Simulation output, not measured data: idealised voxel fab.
This section sets out a process module, namely voxel gate over fins.
For reference, the cross-section in this document is cut, with width 250 nm and square cells of 5 nm.
In this document a cross-section is written as a grid of square cells. It is given as a series of bands, listed from the top down, and a band is one or more rows of cells. Band entry format. Leading values: height of top, height of bottom, nm. Remainder: materials in left-to-right order, each with its width in nm. Special words: "throughout" on a single material, which then fills the band edge to edge; "blank", empty space. Where do heights start? At 0: under that level the wafer as delivered is made of one material only. And the lowest band has no floor; it just carries on downward, as in "0 -> down". Read "30..40" as a graded width: first number on top, second number at the bottom, same change between each pair of neighbouring rows. Take "no modification" at face value: in the step it is given for, the cross-section changed in none of its cells. "Sealed cavities" contains a list of empty spaces, each no smaller than 8 cells and without an open way to the top, written in the form width x height at distance with the distance from the left edge and all three in nm. Read whatever lies past the settings on a step's line as the simulator's own remark about the step. The line of a step may include "overlay nm". On a step with a mask, this value is how far to the right of its planned place the mask lay. A negative value means the mask lay to the left.
[plan]
step 1: RECEIVE with material Si
step 2: CONFORMAL_DEP with material SiN, thk nm 5
step 3: MASKED_ETCH with tone cover, mask id FINS, width nm 15, pitch nm 60, etch materials SiN, depth nm 5, overlay nm 0
step 4: MASKED_ETCH with tone cover, mask id FINS, width nm 15, pitch nm 60, etch materials Si, depth nm 40, overlay nm 0
step 5: OXIDIZE with depth nm 5
step 6: FILL_DEP with material SiO2, thk nm 10
step 7: CMP with height nm 5
step 8: DIRECTIONAL_DEP with material aC, thk nm 10
step 9: PATTERN with tone open, mask id RAIL, material resist, width nm 15, thk nm 30, overlay nm 0
step 10: DIRECTIONAL_ETCH with etch materials aC, depth nm 10
step 11: STRIP with etch materials resist
step 12: DIRECTIONAL_ETCH with etch materials SiO2, depth nm 40
step 13: STRIP with etch materials aC
step 14: CONFORMAL_DEP with material TiN, thk nm 5
step 15: FILL_DEP with material W, thk nm 10
step 16: CMP with height nm 5
step 17: SELECTIVE_ETCH with etch materials W Ru TiN, depth nm 25
step 18: FILL_DEP with material SiO2, thk nm 5
step 19: CMP with height nm 5
step 20: SELECTIVE_ETCH with etch materials SiO2, depth nm 15
step 21: STRIP with etch materials SiN
step 22: CONFORMAL_DEP with material HfO2, thk nm 5
step 23: CONFORMAL_DEP with material TiN, thk nm 5
step 24: CONFORMAL_DEP with material TiAl, thk nm 5
step 25: CONFORMAL_DEP with material TiN, thk nm 5
step 26: FILL_DEP with material W, thk nm 10
step 27: CMP with height nm 25
step 28: CONFORMAL_DEP with material SiN, thk nm 10
[The following pertains to the first of two wafers, which was processed as planned]
[As-received state of the wafer in cross-section, equivalent to post-step 1]
- 0 -> down  Si throughout
- Sealed cavities: none
[Cross-section through the wafer, step 2 finished]
- 5 -> 0  SiN throughout
- Rest of section, below 0: as before.
[Cross-section through the wafer, step 3 finished]
- 5 -> 0  55 nm blank, then 15 nm SiN, then 45 nm blank, then 15 nm SiN, then 45 nm blank, then 15 nm SiN, then 60 nm blank
- Rest of section, below 0: as before.
[Cross-section through the wafer, step 4 finished]
- 5 -> 0  55 nm blank, then 15 nm SiN, then 45 nm blank, then 15 nm SiN, then 45 nm blank, then 15 nm SiN, then 60 nm blank
- 0 -> -40  55 nm blank, then 15 nm Si, then 45 nm blank, then 15 nm Si, then 45 nm blank, then 15 nm Si, then 60 nm blank
- Rest of section, below -40: as before.
[Cross-section through the wafer, step 5 finished]
- 5 -> 0  55 nm blank, then 15 nm SiN, then 45 nm blank, then 15 nm SiN, then 45 nm blank, then 15 nm SiN, then 60 nm blank
- 0 -> -40  55 nm blank, then 5 nm SiO2, then 5 nm Si, then 5 nm SiO2, then 45 nm blank, then 5 nm SiO2, then 5 nm Si, then 5 nm SiO2, then 45 nm blank, then 5 nm SiO2, then 5 nm Si, then 5 nm SiO2, then 60 nm blank
- -40 -> -45  60 nm SiO2, then 5 nm Si, then 55 nm SiO2, then 5 nm Si, then 55 nm SiO2, then 5 nm Si, then 65 nm SiO2
- Rest of section, below -45: as before.
[Cross-section through the wafer, step 6 finished]
- 15 -> 5  SiO2 throughout
- 5 -> 0  55 nm SiO2, then 15 nm SiN, then 45 nm SiO2, then 15 nm SiN, then 45 nm SiO2, then 15 nm SiN, then 60 nm SiO2
- 0 -> -45  60 nm SiO2, then 5 nm Si, then 55 nm SiO2, then 5 nm Si, then 55 nm SiO2, then 5 nm Si, then 65 nm SiO2
- Rest of section, below -45: as before.
[Cross-section through the wafer, step 7 finished]
- 5 -> 0  55 nm SiO2, then 15 nm SiN, then 45 nm SiO2, then 15 nm SiN, then 45 nm SiO2, then 15 nm SiN, then 60 nm SiO2
- Rest of section, below 0: as before.
[Cross-section through the wafer, step 8 finished]
- 15 -> 5  aC throughout
- Rest of section, below 5: as before.
[Cross-section through the wafer, step 9 finished]
- 45 -> 15  85 nm resist, then 15 nm blank, then 150 nm resist
- Rest of section, below 15: as before.
[Cross-section through the wafer, step 10 finished]
- 35 -> 15  85 nm resist, then 15 nm blank, then 150 nm resist
- 15 -> 5  85 nm aC, then 15 nm blank, then 150 nm aC
- Rest of section, below 5: as before.
[Cross-section through the wafer, step 11 finished]
- 15 -> 5  85 nm aC, then 15 nm blank, then 150 nm aC
- Rest of section, below 5: as before.
[Cross-section through the wafer, step 12 finished]
- 15 -> 5  85 nm aC, then 15 nm blank, then 150 nm aC
- 5 -> 0  55 nm SiO2, then 15 nm SiN, then 15 nm SiO2, then 15 nm blank, then 15 nm SiO2, then 15 nm SiN, then 45 nm SiO2, then 15 nm SiN, then 60 nm SiO2
- 0 -> -35  60 nm SiO2, then 5 nm Si, then 20 nm SiO2, then 15 nm blank, then 20 nm SiO2, then 5 nm Si, then 55 nm SiO2, then 5 nm Si, then 65 nm SiO2
- Rest of section, below -35: as before.
[Cross-section through the wafer, step 13 finished]
- 5 -> 0  55 nm SiO2, then 15 nm SiN, then 15 nm SiO2, then 15 nm blank, then 15 nm SiO2, then 15 nm SiN, then 45 nm SiO2, then 15 nm SiN, then 60 nm SiO2
- Rest of section, below 0: as before.
[Cross-section through the wafer, step 14 finished]
- 10 -> 5  90 nm TiN, then 5 nm blank, then 155 nm TiN
- 5 -> 0  55 nm SiO2, then 15 nm SiN, then 15 nm SiO2, then 5 nm TiN, then 5 nm blank, then 5 nm TiN, then 15 nm SiO2, then 15 nm SiN, then 45 nm SiO2, then 15 nm SiN, then 60 nm SiO2
- 0 -> -30  60 nm SiO2, then 5 nm Si, then 20 nm SiO2, then 5 nm TiN, then 5 nm blank, then 5 nm TiN, then 20 nm SiO2, then 5 nm Si, then 55 nm SiO2, then 5 nm Si, then 65 nm SiO2
- -30 -> -35  60 nm SiO2, then 5 nm Si, then 20 nm SiO2, then 15 nm TiN, then 20 nm SiO2, then 5 nm Si, then 55 nm SiO2, then 5 nm Si, then 65 nm SiO2
- Rest of section, below -35: as before.
[Cross-section through the wafer, step 15 finished]
- 20 -> 10  W throughout
- 10 -> 5  90 nm TiN, then 5 nm W, then 155 nm TiN
- 5 -> 0  55 nm SiO2, then 15 nm SiN, then 15 nm SiO2, then 5 nm TiN, then 5 nm W, then 5 nm TiN, then 15 nm SiO2, then 15 nm SiN, then 45 nm SiO2, then 15 nm SiN, then 60 nm SiO2
- 0 -> -30  60 nm SiO2, then 5 nm Si, then 20 nm SiO2, then 5 nm TiN, then 5 nm W, then 5 nm TiN, then 20 nm SiO2, then 5 nm Si, then 55 nm SiO2, then 5 nm Si, then 65 nm SiO2
- Rest of section, below -30: as before.
[Cross-section through the wafer, step 16 finished]
- 5 -> 0  55 nm SiO2, then 15 nm SiN, then 15 nm SiO2, then 5 nm TiN, then 5 nm W, then 5 nm TiN, then 15 nm SiO2, then 15 nm SiN, then 45 nm SiO2, then 15 nm SiN, then 60 nm SiO2
- Rest of section, below 0: as before.
[Cross-section through the wafer, step 17 finished]
- 5 -> 0  55 nm SiO2, then 15 nm SiN, then 15 nm SiO2, then 15 nm blank, then 15 nm SiO2, then 15 nm SiN, then 45 nm SiO2, then 15 nm SiN, then 60 nm SiO2
- 0 -> -20  60 nm SiO2, then 5 nm Si, then 20 nm SiO2, then 15 nm blank, then 20 nm SiO2, then 5 nm Si, then 55 nm SiO2, then 5 nm Si, then 65 nm SiO2
- Rest of section, below -20: as before.
[Cross-section through the wafer, step 18 finished]
- 10 -> 5  SiO2 throughout
- 5 -> 0  55 nm SiO2, then 15 nm SiN, then 45 nm SiO2, then 15 nm SiN, then 45 nm SiO2, then 15 nm SiN, then 60 nm SiO2
- 0 -> -20  60 nm SiO2, then 5 nm Si, then 55 nm SiO2, then 5 nm Si, then 55 nm SiO2, then 5 nm Si, then 65 nm SiO2
- Rest of section, below -20: as before.
[Cross-section through the wafer, step 19 finished]
- 5 -> 0  55 nm SiO2, then 15 nm SiN, then 45 nm SiO2, then 15 nm SiN, then 45 nm SiO2, then 15 nm SiN, then 60 nm SiO2
- Rest of section, below 0: as before.
[Cross-section through the wafer, step 20 finished]
- 5 -> 0  55 nm blank, then 15 nm SiN, then 45 nm blank, then 15 nm SiN, then 45 nm blank, then 15 nm SiN, then 60 nm blank
- 0 -> -10  60 nm blank, then 5 nm Si, then 55 nm blank, then 5 nm Si, then 55 nm blank, then 5 nm Si, then 65 nm blank
- Rest of section, below -10: as before.
[Cross-section through the wafer, step 21 finished]
- 0 -> -10  60 nm blank, then 5 nm Si, then 55 nm blank, then 5 nm Si, then 55 nm blank, then 5 nm Si, then 65 nm blank
- Rest of section, below -10: as before.
[Cross-section through the wafer, step 22 finished]
- 5 -> 0  55 nm blank, then 15 nm HfO2, then 45 nm blank, then 15 nm HfO2, then 45 nm blank, then 15 nm HfO2, then 60 nm blank
- 0 -> -5  55 nm blank, then 5 nm HfO2, then 5 nm Si, then 5 nm HfO2, then 45 nm blank, then 5 nm HfO2, then 5 nm Si, then 5 nm HfO2, then 45 nm blank, then 5 nm HfO2, then 5 nm Si, then 5 nm HfO2, then 60 nm blank
- -5 -> -10  60 nm HfO2, then 5 nm Si, then 55 nm HfO2, then 5 nm Si, then 55 nm HfO2, then 5 nm Si, then 65 nm HfO2
- Rest of section, below -10: as before.
[Cross-section through the wafer, step 23 finished]
- 10 -> 5  50 nm blank, then 25 nm TiN, then 35 nm blank, then 25 nm TiN, then 35 nm blank, then 25 nm TiN, then 55 nm blank
- 5 -> 0  50 nm blank, then 5 nm TiN, then 15 nm HfO2, then 5 nm TiN, then 35 nm blank, then 5 nm TiN, then 15 nm HfO2, then 5 nm TiN, then 35 nm blank, then 5 nm TiN, then 15 nm HfO2, then 5 nm TiN, then 55 nm blank
- 0 -> -5  55 nm TiN, then 5 nm HfO2, then 5 nm Si, then 5 nm HfO2, then 45 nm TiN, then 5 nm HfO2, then 5 nm Si, then 5 nm HfO2, then 45 nm TiN, then 5 nm HfO2, then 5 nm Si, then 5 nm HfO2, then 60 nm TiN
- Rest of section, below -5: as before.
[Cross-section through the wafer, step 24 finished]
- 15 -> 10  45 nm blank, then 35 nm TiAl, then 25 nm blank, then 35 nm TiAl, then 25 nm blank, then 35 nm TiAl, then 50 nm blank
- 10 -> 5  45 nm blank, then 5 nm TiAl, then 25 nm TiN, then 5 nm TiAl, then 25 nm blank, then 5 nm TiAl, then 25 nm TiN, then 5 nm TiAl, then 25 nm blank, then 5 nm TiAl, then 25 nm TiN, then 5 nm TiAl, then 50 nm blank
- 5 -> 0  50 nm TiAl, then 5 nm TiN, then 15 nm HfO2, then 5 nm TiN, then 35 nm TiAl, then 5 nm TiN, then 15 nm HfO2, then 5 nm TiN, then 35 nm TiAl, then 5 nm TiN, then 15 nm HfO2, then 5 nm TiN, then 55 nm TiAl
- Rest of section, below 0: as before.
[Cross-section through the wafer, step 25 finished]
- 20 -> 15  40 nm blank, then 45 nm TiN, then 15 nm blank, then 45 nm TiN, then 15 nm blank, then 45 nm TiN, then 45 nm blank
- 15 -> 10  40 nm blank, then 5 nm TiN, then 35 nm TiAl, then 5 nm TiN, then 15 nm blank, then 5 nm TiN, then 35 nm TiAl, then 5 nm TiN, then 15 nm blank, then 5 nm TiN, then 35 nm TiAl, then 5 nm TiN, then 45 nm blank
- 10 -> 5  45 nm TiN, then 5 nm TiAl, then 25 nm TiN, then 5 nm TiAl, then 25 nm TiN, then 5 nm TiAl, then 25 nm TiN, then 5 nm TiAl, then 25 nm TiN, then 5 nm TiAl, then 25 nm TiN, then 5 nm TiAl, then 50 nm TiN
- Rest of section, below 5: as before.
[Cross-section through the wafer, step 26 finished]
- 30 -> 20  W throughout
- 20 -> 15  40 nm W, then 45 nm TiN, then 15 nm W, then 45 nm TiN, then 15 nm W, then 45 nm TiN, then 45 nm W
- 15 -> 10  40 nm W, then 5 nm TiN, then 35 nm TiAl, then 5 nm TiN, then 15 nm W, then 5 nm TiN, then 35 nm TiAl, then 5 nm TiN, then 15 nm W, then 5 nm TiN, then 35 nm TiAl, then 5 nm TiN, then 45 nm W
- Rest of section, below 10: as before.
[Cross-section through the wafer, step 27 finished]
- 25 -> 20  W throughout
- Rest of section, below 20: as before.
[Cross-section through the wafer, step 28 finished]
- 35 -> 25  SiN throughout
- Rest of section, below 25: as before.
[Regarding the second of the two wafers: it shared the first wafer's starting condition and process plan, yet one error occurred during its execution. Its history coincides with that of the first wafer up to and including step 2]
[when step 3 should have ended]
- 5 -> 0  50 nm blank, then 15 nm SiN, then 45 nm blank, then 15 nm SiN, then 45 nm blank, then 15 nm SiN, then 65 nm blank
- Rest of section, below 0: as before.
[when step 4 should have ended]
- 5 -> 0  50 nm blank, then 15 nm SiN, then 45 nm blank, then 15 nm SiN, then 45 nm blank, then 15 nm SiN, then 65 nm blank
- 0 -> -40  50 nm blank, then 20 nm Si, then 40 nm blank, then 20 nm Si, then 40 nm blank, then 20 nm Si, then 60 nm blank
- Rest of section, below -40: as before.
[when step 5 should have ended]
- 5 -> 0  50 nm blank, then 15 nm SiN, then 45 nm blank, then 15 nm SiN, then 45 nm blank, then 15 nm SiN, then 65 nm blank
- 0 -> -5  50 nm blank, then 5 nm SiO2, then 5 nm Si, then 10 nm SiO2, then 40 nm blank, then 5 nm SiO2, then 5 nm Si, then 10 nm SiO2, then 40 nm blank, then 5 nm SiO2, then 5 nm Si, then 10 nm SiO2, then 60 nm blank
- -5 -> -40  50 nm blank, then 5 nm SiO2, then 10 nm Si, then 5 nm SiO2, then 40 nm blank, then 5 nm SiO2, then 10 nm Si, then 5 nm SiO2, then 40 nm blank, then 5 nm SiO2, then 10 nm Si, then 5 nm SiO2, then 60 nm blank
- -40 -> -45  55 nm SiO2, then 10 nm Si, then 50 nm SiO2, then 10 nm Si, then 50 nm SiO2, then 10 nm Si, then 65 nm SiO2
- Rest of section, below -45: as before.
[when step 6 should have ended]
- 15 -> 5  SiO2 throughout
- 5 -> 0  50 nm SiO2, then 15 nm SiN, then 45 nm SiO2, then 15 nm SiN, then 45 nm SiO2, then 15 nm SiN, then 65 nm SiO2
- 0 -> -5  55 nm SiO2, then 5 nm Si, then 55 nm SiO2, then 5 nm Si, then 55 nm SiO2, then 5 nm Si, then 70 nm SiO2
- -5 -> -45  55 nm SiO2, then 10 nm Si, then 50 nm SiO2, then 10 nm Si, then 50 nm SiO2, then 10 nm Si, then 65 nm SiO2
- Rest of section, below -45: as before.
[when step 7 should have ended]
- 5 -> 0  50 nm SiO2, then 15 nm SiN, then 45 nm SiO2, then 15 nm SiN, then 45 nm SiO2, then 15 nm SiN, then 65 nm SiO2
- Rest of section, below 0: as before.
[when step 8 should have ended]
- 15 -> 5  aC throughout
- Rest of section, below 5: as before.
[when step 9 should have ended]
- 45 -> 15  85 nm resist, then 15 nm blank, then 150 nm resist
- Rest of section, below 15: as before.
[when step 10 should have ended]
- 35 -> 15  85 nm resist, then 15 nm blank, then 150 nm resist
- 15 -> 5  85 nm aC, then 15 nm blank, then 150 nm aC
- Rest of section, below 5: as before.
[when step 11 should have ended]
- 15 -> 5  85 nm aC, then 15 nm blank, then 150 nm aC
- Rest of section, below 5: as before.
[when step 12 should have ended]
- 15 -> 5  85 nm aC, then 15 nm blank, then 150 nm aC
- 5 -> 0  50 nm SiO2, then 15 nm SiN, then 20 nm SiO2, then 15 nm blank, then 10 nm SiO2, then 15 nm SiN, then 45 nm SiO2, then 15 nm SiN, then 65 nm SiO2
- 0 -> -5  55 nm SiO2, then 5 nm Si, then 25 nm SiO2, then 15 nm blank, then 15 nm SiO2, then 5 nm Si, then 55 nm SiO2, then 5 nm Si, then 70 nm SiO2
- -5 -> -35  55 nm SiO2, then 10 nm Si, then 20 nm SiO2, then 15 nm blank, then 15 nm SiO2, then 10 nm Si, then 50 nm SiO2, then 10 nm Si, then 65 nm SiO2
- Rest of section, below -35: as before.
[when step 13 should have ended]
- 5 -> 0  50 nm SiO2, then 15 nm SiN, then 20 nm SiO2, then 15 nm blank, then 10 nm SiO2, then 15 nm SiN, then 45 nm SiO2, then 15 nm SiN, then 65 nm SiO2
- Rest of section, below 0: as before.
[when step 14 should have ended]
- 10 -> 5  90 nm TiN, then 5 nm blank, then 155 nm TiN
- 5 -> 0  50 nm SiO2, then 15 nm SiN, then 20 nm SiO2, then 5 nm TiN, then 5 nm blank, then 5 nm TiN, then 10 nm SiO2, then 15 nm SiN, then 45 nm SiO2, then 15 nm SiN, then 65 nm SiO2
- 0 -> -5  55 nm SiO2, then 5 nm Si, then 25 nm SiO2, then 5 nm TiN, then 5 nm blank, then 5 nm TiN, then 15 nm SiO2, then 5 nm Si, then 55 nm SiO2, then 5 nm Si, then 70 nm SiO2
- -5 -> -30  55 nm SiO2, then 10 nm Si, then 20 nm SiO2, then 5 nm TiN, then 5 nm blank, then 5 nm TiN, then 15 nm SiO2, then 10 nm Si, then 50 nm SiO2, then 10 nm Si, then 65 nm SiO2
- -30 -> -35  55 nm SiO2, then 10 nm Si, then 20 nm SiO2, then 15 nm TiN, then 15 nm SiO2, then 10 nm Si, then 50 nm SiO2, then 10 nm Si, then 65 nm SiO2
- Rest of section, below -35: as before.
[when step 15 should have ended]
- 20 -> 10  W throughout
- 10 -> 5  90 nm TiN, then 5 nm W, then 155 nm TiN
- 5 -> 0  50 nm SiO2, then 15 nm SiN, then 20 nm SiO2, then 5 nm TiN, then 5 nm W, then 5 nm TiN, then 10 nm SiO2, then 15 nm SiN, then 45 nm SiO2, then 15 nm SiN, then 65 nm SiO2
- 0 -> -5  55 nm SiO2, then 5 nm Si, then 25 nm SiO2, then 5 nm TiN, then 5 nm W, then 5 nm TiN, then 15 nm SiO2, then 5 nm Si, then 55 nm SiO2, then 5 nm Si, then 70 nm SiO2
- -5 -> -30  55 nm SiO2, then 10 nm Si, then 20 nm SiO2, then 5 nm TiN, then 5 nm W, then 5 nm TiN, then 15 nm SiO2, then 10 nm Si, then 50 nm SiO2, then 10 nm Si, then 65 nm SiO2
- Rest of section, below -30: as before.
[when step 16 should have ended]
- 5 -> 0  50 nm SiO2, then 15 nm SiN, then 20 nm SiO2, then 5 nm TiN, then 5 nm W, then 5 nm TiN, then 10 nm SiO2, then 15 nm SiN, then 45 nm SiO2, then 15 nm SiN, then 65 nm SiO2
- Rest of section, below 0: as before.
[when step 17 should have ended]
- 5 -> 0  50 nm SiO2, then 15 nm SiN, then 20 nm SiO2, then 15 nm blank, then 10 nm SiO2, then 15 nm SiN, then 45 nm SiO2, then 15 nm SiN, then 65 nm SiO2
- 0 -> -5  55 nm SiO2, then 5 nm Si, then 25 nm SiO2, then 15 nm blank, then 15 nm SiO2, then 5 nm Si, then 55 nm SiO2, then 5 nm Si, then 70 nm SiO2
- -5 -> -20  55 nm SiO2, then 10 nm Si, then 20 nm SiO2, then 15 nm blank, then 15 nm SiO2, then 10 nm Si, then 50 nm SiO2, then 10 nm Si, then 65 nm SiO2
- Rest of section, below -20: as before.
[when step 18 should have ended]
- 10 -> 5  SiO2 throughout
- 5 -> 0  50 nm SiO2, then 15 nm SiN, then 45 nm SiO2, then 15 nm SiN, then 45 nm SiO2, then 15 nm SiN, then 65 nm SiO2
- 0 -> -5  55 nm SiO2, then 5 nm Si, then 55 nm SiO2, then 5 nm Si, then 55 nm SiO2, then 5 nm Si, then 70 nm SiO2
- -5 -> -20  55 nm SiO2, then 10 nm Si, then 50 nm SiO2, then 10 nm Si, then 50 nm SiO2, then 10 nm Si, then 65 nm SiO2
- Rest of section, below -20: as before.
[when step 19 should have ended]
- 5 -> 0  50 nm SiO2, then 15 nm SiN, then 45 nm SiO2, then 15 nm SiN, then 45 nm SiO2, then 15 nm SiN, then 65 nm SiO2
- Rest of section, below 0: as before.
[when step 20 should have ended]
- 5 -> 0  50 nm blank, then 15 nm SiN, then 45 nm blank, then 15 nm SiN, then 45 nm blank, then 15 nm SiN, then 65 nm blank
- 0 -> -10  55 nm blank, then 5..10 nm Si, then 55..50 nm blank, then 5..10 nm Si, then 55..50 nm blank, then 5..10 nm Si, then 70..65 nm blank
- Rest of section, below -10: as before.
[when step 21 should have ended]
- 0 -> -10  55 nm blank, then 5..10 nm Si, then 55..50 nm blank, then 5..10 nm Si, then 55..50 nm blank, then 5..10 nm Si, then 70..65 nm blank
- Rest of section, below -10: as before.
[when step 22 should have ended]
- 5 -> 0  50 nm blank, then 15 nm HfO2, then 45 nm blank, then 15 nm HfO2, then 45 nm blank, then 15 nm HfO2, then 65 nm blank
- 0 -> -5  50 nm blank, then 5 nm HfO2, then 5 nm Si, then 10 nm HfO2, then 40 nm blank, then 5 nm HfO2, then 5 nm Si, then 10 nm HfO2, then 40 nm blank, then 5 nm HfO2, then 5 nm Si, then 10 nm HfO2, then 60 nm blank
- -5 -> -10  55 nm HfO2, then 10 nm Si, then 50 nm HfO2, then 10 nm Si, then 50 nm HfO2, then 10 nm Si, then 65 nm HfO2
- Rest of section, below -10: as before.
[when step 23 should have ended]
- 10 -> 5  45 nm blank, then 25 nm TiN, then 35 nm blank, then 25 nm TiN, then 35 nm blank, then 25 nm TiN, then 60 nm blank
- 5 -> 0  45 nm blank, then 5 nm TiN, then 15 nm HfO2, then 10 nm TiN, then 30 nm blank, then 5 nm TiN, then 15 nm HfO2, then 10 nm TiN, then 30 nm blank, then 5 nm TiN, then 15 nm HfO2, then 10 nm TiN, then 55 nm blank
- 0 -> -5  50 nm TiN, then 5 nm HfO2, then 5 nm Si, then 10 nm HfO2, then 40 nm TiN, then 5 nm HfO2, then 5 nm Si, then 10 nm HfO2, then 40 nm TiN, then 5 nm HfO2, then 5 nm Si, then 10 nm HfO2, then 60 nm TiN
- Rest of section, below -5: as before.
[when step 24 should have ended]
- 15 -> 10  40 nm blank, then 35 nm TiAl, then 25 nm blank, then 35 nm TiAl, then 25 nm blank, then 35 nm TiAl, then 55 nm blank
- 10 -> 5  40 nm blank, then 5 nm TiAl, then 25 nm TiN, then 10 nm TiAl, then 20 nm blank, then 5 nm TiAl, then 25 nm TiN, then 10 nm TiAl, then 20 nm blank, then 5 nm TiAl, then 25 nm TiN, then 10 nm TiAl, then 50 nm blank
- 5 -> 0  45 nm TiAl, then 5 nm TiN, then 15 nm HfO2, then 10 nm TiN, then 30 nm TiAl, then 5 nm TiN, then 15 nm HfO2, then 10 nm TiN, then 30 nm TiAl, then 5 nm TiN, then 15 nm HfO2, then 10 nm TiN, then 55 nm TiAl
- Rest of section, below 0: as before.
[when step 25 should have ended]
- 20 -> 15  35 nm blank, then 45 nm TiN, then 15 nm blank, then 45 nm TiN, then 15 nm blank, then 45 nm TiN, then 50 nm blank
- 15 -> 10  35 nm blank, then 5 nm TiN, then 35 nm TiAl, then 10 nm TiN, then 10 nm blank, then 5 nm TiN, then 35 nm TiAl, then 10 nm TiN, then 10 nm blank, then 5 nm TiN, then 35 nm TiAl, then 10 nm TiN, then 45 nm blank
- 10 -> 5  40 nm TiN, then 5 nm TiAl, then 25 nm TiN, then 10 nm TiAl, then 20 nm TiN, then 5 nm TiAl, then 25 nm TiN, then 10 nm TiAl, then 20 nm TiN, then 5 nm TiAl, then 25 nm TiN, then 10 nm TiAl, then 50 nm TiN
- Rest of section, below 5: as before.
[when step 26 should have ended]
- 30 -> 20  W throughout
- 20 -> 15  35 nm W, then 45 nm TiN, then 15 nm W, then 45 nm TiN, then 15 nm W, then 45 nm TiN, then 50 nm W
- 15 -> 10  35 nm W, then 5 nm TiN, then 35 nm TiAl, then 10 nm TiN, then 10 nm W, then 5 nm TiN, then 35 nm TiAl, then 10 nm TiN, then 10 nm W, then 5 nm TiN, then 35 nm TiAl, then 10 nm TiN, then 45 nm W
- Rest of section, below 10: as before.
[when step 27 should have ended]
- 25 -> 20  W throughout
- Rest of section, below 20: as before.
[when step 28 should have ended]
- 35 -> 25  SiN throughout
- Rest of section, below 25: as before.
What went wrong in running the wafer? note that step 3 departed from the planned setting and was carried out as MASKED_ETCH with tone cover, mask id FINS, width nm 15, pitch nm 60, etch materials SiN, depth nm 5, overlay nm -5
Final comparison by cell count, materials where the second wafer has more or fewer than the first: Si: 24 more, SiO2: 21 fewer, W: 3 fewer
